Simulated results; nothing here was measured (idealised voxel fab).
Herein follows the process module entitled voxel ribs on slabs.
In the cross-section labelled cut, the width is 250 nm and each square cell is 5 nm.
In this document a cross-section is written as a grid of square cells. It is given as a series of bands, listed from the top down, and a band is one or more rows of cells.
It is stipulated that each band's entry specify, in nanometres, the height of the top of the band and then that of its bottom, followed by the materials of the band in left-to-right sequence, each together with its width in nanometres. A single material marked by the word "everywhere" is understood to fill the band from edge to edge; the word "blank" is understood to denote empty space.
A quick word on heights: they are counted from 0, and under that level the wafer as it came to us is one material throughout. The lowest band is different from the rest in having no bottom; it simply continues downward, written as in "top 0, no bottom".
Quick explanation for "30->40": the width changes in equal steps down the rows of cells, from the first number in the band's top row to the second number in its bottom row.
A step reported as "left unchanged" is a step in which no cell of the cross-section changed.
Voids not open to the top, 8 cells minimum: see "Closed void listing". Written width x height at distance; distance is from the left edge; nm.
Anything after a step's settings on that line? It's the simulator's own note about the step.
overlay nm: right-of-plan distance of the mask on a masked step; negative values mean left-of-plan.
### Process steps - plan
- 1: RECEIVE | material Si
- 2: DIRECTIONAL_DEP | material SiO2 | thk nm 20
- 3: DIRECTIONAL_DEP | material SiN | thk nm 25
- 4: PATTERN | tone cover | mask id RIB | material resist | width nm 25 | thk nm 15 | overlay nm 0
- 5: DIRECTIONAL_ETCH | etch materials SiN | depth nm 5
- 6: STRIP | etch materials resist
- 7: DIRECTIONAL_DEP | material aC | thk nm 10
- 8: PATTERN | tone cover | mask id SLAB | material resist | width nm 45 | thk nm 25 | overlay nm 0
- 9: DIRECTIONAL_ETCH | etch materials aC | depth nm 10
- 10: STRIP | etch materials resist
- 11: DIRECTIONAL_ETCH | etch materials SiN | depth nm 20
- 12: STRIP | etch materials aC
- 13: FILL_DEP | material SiO2 | thk nm 25
- 14: CMP | height nm 65
- 15: DIRECTIONAL_DEP | material TiN | thk nm 10
- 16: DIRECTIONAL_DEP | material aC | thk nm 15
- 17: PATTERN | tone cover | mask id HEATER | material resist | width nm 35 | thk nm 35 | overlay nm 0
- 18: DIRECTIONAL_ETCH | etch materials aC | depth nm 15
- 19: STRIP | etch materials resist
- 20: DIRECTIONAL_ETCH | etch materials TiN | depth nm 10
- 21: STRIP | etch materials aC
- 22: CONFORMAL_DEP | material SiN | thk nm 10
Across this set of wafers, the varied parameter is the width nm of step 8. Starting conditions are identical for every wafer, and the plan reports the value assigned to the first wafer.
### As received, i.e. after step 1: cross-section through the first of several wafers
* top 0, no bottom | Si everywhere
* Closed void listing: none
### Below, a row for every wafer. Read it as the end-of-module picture: for each material the wafer shows its cells gained (+) or lost (-) since it was received, and then its closed voids
width nm 45; +149 SiN; +609 SiO2; +14 TiN; Closed void listing: none
width nm 50; +153 SiN; +605 SiO2; +14 TiN; Closed void listing: none
width nm 55; +157 SiN; +601 SiO2; +14 TiN; Closed void listing: none
width nm 60; +161 SiN; +597 SiO2; +14 TiN; Closed void listing: none
width nm 65; +165 SiN; +593 SiO2; +14 TiN; Closed void listing: none
width nm 70; +169 SiN; +589 SiO2; +14 TiN; Closed void listing: none
